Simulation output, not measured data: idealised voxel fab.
Proc. module: voxel transistor to metal
It is cross-section cut that appears here, measuring 175 nm in width, its square cells being 5 nm in size.
In this document a cross-section is written as a grid of square cells. It is given as a series of bands, listed from the top down, and a band is one or more rows of cells. Per band: top height and bottom height in nm, followed by the left-to-right materials and their widths in nm; "edge to edge" marks a single material spanning edge to edge, "empty" marks empty space. A quick word on heights: they are counted from 0, and under that level the wafer as it came to us is one material throughout. The lowest band is different from the rest in having no bottom; it simply continues downward, written as in "0 nm and below". The width entry "30 to 40" should be interpreted row by row: the top row of cells in the band takes the first number, the bottom row takes the second number, and the change between adjacent rows is uniform throughout. Key: "left unchanged" - step with no changed cell in the cross-section. Look at "Catalogued sealed voids" for the closed voids: empty spaces with no open path to the top, sized 8 cells or up. Each is width x height at distance, distance from the left edge, all nm. Where a step's line continues beyond its settings, the continuation is a remark by the simulator itself on that step. overlay nm: where the mask lay relative to plan, measured to the right, on steps with a mask; negatives go left.

**plan**
1,RECEIVE,material Si
2,CONFORMAL_DEP,material SiO2,thk nm 5
3,CONFORMAL_DEP,material SiN,thk nm 10
4,DIRECTIONAL_DEP,material aC,thk nm 15
5,PATTERN,tone cover,mask id ACTIVE,material resist,width nm 115,thk nm 35,overlay nm 0
6,DIRECTIONAL_ETCH,etch materials aC,depth nm 15
7,STRIP,etch materials resist
8,DIRECTIONAL_ETCH,etch materials SiN,depth nm 10
9,DIRECTIONAL_ETCH,etch materials SiO2,depth nm 5
10,DIRECTIONAL_ETCH,etch materials Si,depth nm 35
11,STRIP,etch materials aC
12,OXIDIZE,depth nm 5
13,FILL_DEP,material SiO2,thk nm 10
14,CMP,height nm 15
15,SELECTIVE_ETCH,etch materials SiO2,depth nm 5
16,STRIP,etch materials SiN
17,SELECTIVE_ETCH,etch materials SiO2,depth nm 5
18,OXIDIZE,depth nm 5
19,DIRECTIONAL_DEP,material polySi,thk nm 30
20,DIRECTIONAL_DEP,material SiCN,thk nm 10
21,DIRECTIONAL_DEP,material aC,thk nm 15
22,PATTERN,tone cover,mask id GATE,material resist,width nm 25,thk nm 30,overlay nm 0
23,DIRECTIONAL_ETCH,etch materials aC,depth nm 15
24,STRIP,etch materials resist
25,DIRECTIONAL_ETCH,etch materials SiCN,depth nm 20
26,DIRECTIONAL_ETCH,etch materials polySi,depth nm 40
27,STRIP,etch materials aC
28,CONFORMAL_DEP,material SiN,thk nm 10
29,DIRECTIONAL_ETCH,etch materials SiN,depth nm 10
30,DIRECTIONAL_ETCH,etch materials SiO2,depth nm 5
31,DIRECTIONAL_ETCH,etch materials Si,depth nm 5
32,EPI,material pSi,thk nm 5
33,FILL_DEP,material SiO2,thk nm 5
34,CMP,height nm 30
35,STRIP,etch materials polySi
36,SELECTIVE_ETCH,etch materials SiO2,depth nm 5
37,CONFORMAL_DEP,material HfO2,thk nm 5
38,CONFORMAL_DEP,material TiN,thk nm 5
39,FILL_DEP,material W,thk nm 10
40,CMP,height nm 25
41,DIRECTIONAL_DEP,material SiO2,thk nm 15
42,DIRECTIONAL_DEP,material aC,thk nm 15
43,PATTERN,tone open,mask id CONTACT,material resist,width nm 15,pitch nm 80,thk nm 35,overlay nm 0
44,DIRECTIONAL_ETCH,etch materials aC,depth nm 15
45,STRIP,etch materials resist
46,DIRECTIONAL_ETCH,etch materials SiO2,depth nm 45
47,STRIP,etch materials aC
48,CONFORMAL_DEP,material TiN,thk nm 5
49,FILL_DEP,material Ru,thk nm 10
50,CMP,height nm 40
51,DIRECTIONAL_DEP,material TiN,thk nm 5
52,DIRECTIONAL_DEP,material W,thk nm 15
53,MASKED_ETCH,tone cover,mask id METAL_1,width nm 15,pitch nm 80,etch materials W,depth nm 15,overlay nm 0
54,MASKED_ETCH,tone cover,mask id METAL_1,width nm 15,pitch nm 80,etch materials TiN,depth nm 5,overlay nm 0
55,CONFORMAL_DEP,material SiN,thk nm 5
56,FILL_DEP,material SiO2,thk nm 10
57,CMP,height nm 60
58,CONFORMAL_DEP,material SiCN,thk nm 5

**as received, after step 1**
> 0 nm and below | Si edge to edge
> Catalogued sealed voids: none

**Final wafer profile in cross-section after the module, from the same start and plan as above, with one mistake made during processing**
> 65 nm to 60 nm | SiCN edge to edge
> 60 nm to 50 nm | 40 of W  5 of SiN  5 of SiO2  5 of SiN  65 of W  5 of SiN  5 of SiO2  5 of SiN  40 of W
> 50 nm to 45 nm | 40 of W  15 of SiN  65 of W  15 of SiN  40 of W
> 45 nm to 40 nm | TiN edge to edge
> 40 nm to 25 nm | 40 of SiO2  5 of TiN  5 of Ru  5 of TiN  65 of SiO2  5 of TiN  5 of Ru  5 of TiN  40 of SiO2
> 25 nm to 5 nm | 40 of SiO2  5 of TiN  5 of Ru  5 of TiN  10 of SiO2  10 of SiN  5 of HfO2  5 of TiN  5 of W  5 of TiN  5 of HfO2  10 of SiN  10 of SiO2  5 of TiN  5 of Ru  5 of TiN  40 of SiO2
> 5 nm to 0 nm | 25 of SiO2  10 of SiN  5 of SiO2  5 of TiN  5 of Ru  5 of TiN  10 of SiO2  10 of SiN  5 of HfO2  15 of TiN  5 of HfO2  10 of SiN  10 of SiO2  5 of TiN  5 of Ru  5 of TiN  5 of SiO2  10 of SiN  25 of SiO2
> 0 nm to -5 nm | 40 of SiO2  15 of TiN  5 of SiO2  5 of pSi  5 of SiO2  35 of HfO2  5 of SiO2  5 of pSi  5 of SiO2  15 of TiN  40 of SiO2
> -5 nm to -10 nm | 35 of SiO2  30 of pSi  45 of Si  30 of pSi  35 of SiO2
> -10 nm to -40 nm | 35 of SiO2  105 of Si  35 of SiO2
> -40 nm and below | Si edge to edge
> Catalogued sealed voids: none
Processing error: off-plan run, step 53, actual operation and settings MASKED_ETCH,tone open,mask id METAL_1,width nm 15,pitch nm 80,etch materials W,depth nm 15,overlay nm 0
